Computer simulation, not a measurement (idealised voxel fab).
process module | voxel gate over fins
cross-section cut | 225 nm wide | cells 5 nm
A cross-section is a grid of square cells, given in bands from the top down. A band is one or more rows of cells.
Each band's line starts with the height of the band's top and of its bottom, in nm. Then come its materials from left to right, each with its width in nm. One material with "throughout" fills the band from edge to edge. "air" is empty space.
Height 0 is the level under which the wafer as received is all one material. The lowest band goes on downwards, as in "0 down".
A width such as "30 to 40" changes by the same amount from each row of cells to the next, from the band's top row to its bottom row.
"no change" after a step means that no cell of the cross-section changed.
closed voids: empty space of 8 cells or more with no open way to the top, each as width x height at its distance from the left edge, in nm
after a step's settings: what the simulator itself notes on the step
overlay nm, on a step with a mask: how far to the right of its planned place the mask lay; to the left if negative
plan
1 op RECEIVE | material Si
2 op CONFORMAL_DEP | material SiN | thk nm 5
3 op PATTERN | tone cover | mask id FINS | material resist | width nm 15 | pitch nm 35 | thk nm 15 | overlay nm 0
4 op DIRECTIONAL_ETCH | etch materials SiN | depth nm 5
5 op DIRECTIONAL_ETCH | etch materials Si | depth nm 40
6 op STRIP | etch materials resist
7 op OXIDIZE | depth nm 5
8 op FILL_DEP | material SiO2 | thk nm 15
9 op CMP | height nm 5
10 op SELECTIVE_ETCH | etch materials SiO2 | depth nm 20
11 op STRIP | etch materials SiN
12 op CONFORMAL_DEP | material HfO2 | thk nm 5
13 op CONFORMAL_DEP | material TiN | thk nm 5
14 op FILL_DEP | material W | thk nm 15
15 op CMP | height nm 20
16 op CONFORMAL_DEP | material SiCN | thk nm 5
first wafer, as planned
as received, after step 1
  0 down: Si throughout
  closed voids: none
after step 2
  5 to 0: SiN throughout
  below 0: unchanged
after step 3
  20 to 5: air 70 | resist 15 | air 20 | resist 15 | air 20 | resist 15 | air 70
  below 5: unchanged
after step 4
  20 to 5: air 70 | resist 15 | air 20 | resist 15 | air 20 | resist 15 | air 70
  5 to 0: air 70 | SiN 15 | air 20 | SiN 15 | air 20 | SiN 15 | air 70
  below 0: unchanged
after step 5
  20 to 5: air 70 | resist 15 | air 20 | resist 15 | air 20 | resist 15 | air 70
  5 to 0: air 70 | SiN 15 | air 20 | SiN 15 | air 20 | SiN 15 | air 70
  0 to -40: air 70 | Si 15 | air 20 | Si 15 | air 20 | Si 15 | air 70
  below -40: unchanged
after step 6
  5 to 0: air 70 | SiN 15 | air 20 | SiN 15 | air 20 | SiN 15 | air 70
  below 0: unchanged
after step 7
  5 to 0: air 70 | SiN 15 | air 20 | SiN 15 | air 20 | SiN 15 | air 70
  0 to -40: air 70 | SiO2 5 | Si 5 | SiO2 5 | air 20 | SiO2 5 | Si 5 | SiO2 5 | air 20 | SiO2 5 | Si 5 | SiO2 5 | air 70
  -40 to -45: SiO2 75 | Si 5 | SiO2 30 | Si 5 | SiO2 30 | Si 5 | SiO2 75
  below -45: unchanged
after step 8
  20 to 5: SiO2 throughout
  5 to 0: SiO2 70 | SiN 15 | SiO2 20 | SiN 15 | SiO2 20 | SiN 15 | SiO2 70
  0 to -45: SiO2 75 | Si 5 | SiO2 30 | Si 5 | SiO2 30 | Si 5 | SiO2 75
  below -45: unchanged
after step 9
  5 to 0: SiO2 70 | SiN 15 | SiO2 20 | SiN 15 | SiO2 20 | SiN 15 | SiO2 70
  below 0: unchanged
after step 10
  5 to 0: air 70 | SiN 15 | air 20 | SiN 15 | air 20 | SiN 15 | air 70
  0 to -15: air 75 | Si 5 | air 30 | Si 5 | air 30 | Si 5 | air 75
  below -15: unchanged
after step 11
  0 to -15: air 75 | Si 5 | air 30 | Si 5 | air 30 | Si 5 | air 75
  below -15: unchanged
after step 12
  5 to 0: air 70 | HfO2 15 | air 20 | HfO2 15 | air 20 | HfO2 15 | air 70
  0 to -10: air 70 | HfO2 5 | Si 5 | HfO2 5 | air 20 | HfO2 5 | Si 5 | HfO2 5 | air 20 | HfO2 5 | Si 5 | HfO2 5 | air 70
  -10 to -15: HfO2 75 | Si 5 | HfO2 30 | Si 5 | HfO2 30 | Si 5 | HfO2 75
  below -15: unchanged
after step 13
  10 to 5: air 65 | TiN 25 | air 10 | TiN 25 | air 10 | TiN 25 | air 65
  5 to 0: air 65 | TiN 5 | HfO2 15 | TiN 5 | air 10 | TiN 5 | HfO2 15 | TiN 5 | air 10 | TiN 5 | HfO2 15 | TiN 5 | air 65
  0 to -5: air 65 | TiN 5 | HfO2 5 | Si 5 | HfO2 5 | TiN 5 | air 10 | TiN 5 | HfO2 5 | Si 5 | HfO2 5 | TiN 5 | air 10 | TiN 5 | HfO2 5 | Si 5 | HfO2 5 | TiN 5 | air 65
  -5 to -10: TiN 70 | HfO2 5 | Si 5 | HfO2 5 | TiN 20 | HfO2 5 | Si 5 | HfO2 5 | TiN 20 | HfO2 5 | Si 5 | HfO2 5 | TiN 70
  below -10: unchanged
after step 14
  25 to 10: W throughout
  10 to 5: W 65 | TiN 25 | W 10 | TiN 25 | W 10 | TiN 25 | W 65
  5 to 0: W 65 | TiN 5 | HfO2 15 | TiN 5 | W 10 | TiN 5 | HfO2 15 | TiN 5 | W 10 | TiN 5 | HfO2 15 | TiN 5 | W 65
  0 to -5: W 65 | TiN 5 | HfO2 5 | Si 5 | HfO2 5 | TiN 5 | W 10 | TiN 5 | HfO2 5 | Si 5 | HfO2 5 | TiN 5 | W 10 | TiN 5 | HfO2 5 | Si 5 | HfO2 5 | TiN 5 | W 65
  below -5: unchanged
after step 15
  20 to 10: W throughout
  below 10: unchanged
after step 16
  25 to 20: SiCN throughout
  below 20: unchanged
second wafer: like start, like plan, one mistake. Through step 9 it matches the first wafer
when step 10 should have ended
  5 to 0: SiO2 70 | air 15 | SiO2 20 | air 15 | SiO2 20 | air 15 | SiO2 70
  below 0: unchanged
when step 11 should have ended
  0 to -15: air 75 | Si 5 | air 30 | Si 5 | air 30 | Si 5 | air 75
  -15 to -20: SiO2 50 | air 25 | Si 5 | air 30 | Si 5 | air 30 | Si 5 | air 25 | SiO2 50
  below -20: unchanged
when step 12 should have ended
  5 to 0: air 70 | HfO2 15 | air 20 | HfO2 15 | air 20 | HfO2 15 | air 70
  0 to -10: air 70 | HfO2 5 | Si 5 | HfO2 5 | air 20 | HfO2 5 | Si 5 | HfO2 5 | air 20 | HfO2 5 | Si 5 | HfO2 5 | air 70
  -10 to -15: HfO2 55 | air 15 | HfO2 5 | Si 5 | HfO2 5 | air 20 | HfO2 5 | Si 5 | HfO2 5 | air 20 | HfO2 5 | Si 5 | HfO2 5 | air 15 | HfO2 55
  -15 to -20: SiO2 50 | HfO2 25 | Si 5 | HfO2 30 | Si 5 | HfO2 30 | Si 5 | HfO2 25 | SiO2 50
  below -20: unchanged
when step 13 should have ended
  10 to 5: air 65 | TiN 25 | air 10 | TiN 25 | air 10 | TiN 25 | air 65
  5 to 0: air 65 | TiN 5 | HfO2 15 | TiN 5 | air 10 | TiN 5 | HfO2 15 | TiN 5 | air 10 | TiN 5 | HfO2 15 | TiN 5 | air 65
  0 to -5: air 65 | TiN 5 | HfO2 5 | Si 5 | HfO2 5 | TiN 5 | air 10 | TiN 5 | HfO2 5 | Si 5 | HfO2 5 | TiN 5 | air 10 | TiN 5 | HfO2 5 | Si 5 | HfO2 5 | TiN 5 | air 65
  -5 to -10: TiN 60 | air 5 | TiN 5 | HfO2 5 | Si 5 | HfO2 5 | TiN 5 | air 10 | TiN 5 | HfO2 5 | Si 5 | HfO2 5 | TiN 5 | air 10 | TiN 5 | HfO2 5 | Si 5 | HfO2 5 | TiN 5 | air 5 | TiN 60
  -10 to -15: HfO2 55 | TiN 15 | HfO2 5 | Si 5 | HfO2 5 | TiN 20 | HfO2 5 | Si 5 | HfO2 5 | TiN 20 | HfO2 5 | Si 5 | HfO2 5 | TiN 15 | HfO2 55
  below -15: unchanged
when step 14 should have ended
  25 to 10: W throughout
  10 to 5: W 65 | TiN 25 | W 10 | TiN 25 | W 10 | TiN 25 | W 65
  5 to 0: W 65 | TiN 5 | HfO2 15 | TiN 5 | W 10 | TiN 5 | HfO2 15 | TiN 5 | W 10 | TiN 5 | HfO2 15 | TiN 5 | W 65
  0 to -5: W 65 | TiN 5 | HfO2 5 | Si 5 | HfO2 5 | TiN 5 | W 10 | TiN 5 | HfO2 5 | Si 5 | HfO2 5 | TiN 5 | W 10 | TiN 5 | HfO2 5 | Si 5 | HfO2 5 | TiN 5 | W 65
  -5 to -10: TiN 60 | W 5 | TiN 5 | HfO2 5 | Si 5 | HfO2 5 | TiN 5 | W 10 | TiN 5 | HfO2 5 | Si 5 | HfO2 5 | TiN 5 | W 10 | TiN 5 | HfO2 5 | Si 5 | HfO2 5 | TiN 5 | W 5 | TiN 60
  below -10: unchanged
when step 15 should have ended
  20 to 10: W throughout
  below 10: unchanged
when step 16 should have ended
  25 to 20: SiCN throughout
  below 20: unchanged
what went wrong: steps 10 and 11 were swapped
at the end the second wafer has, in cells: 8 more of HfO2 | 22 fewer of SiO2 | 8 more of TiN | 6 more of W
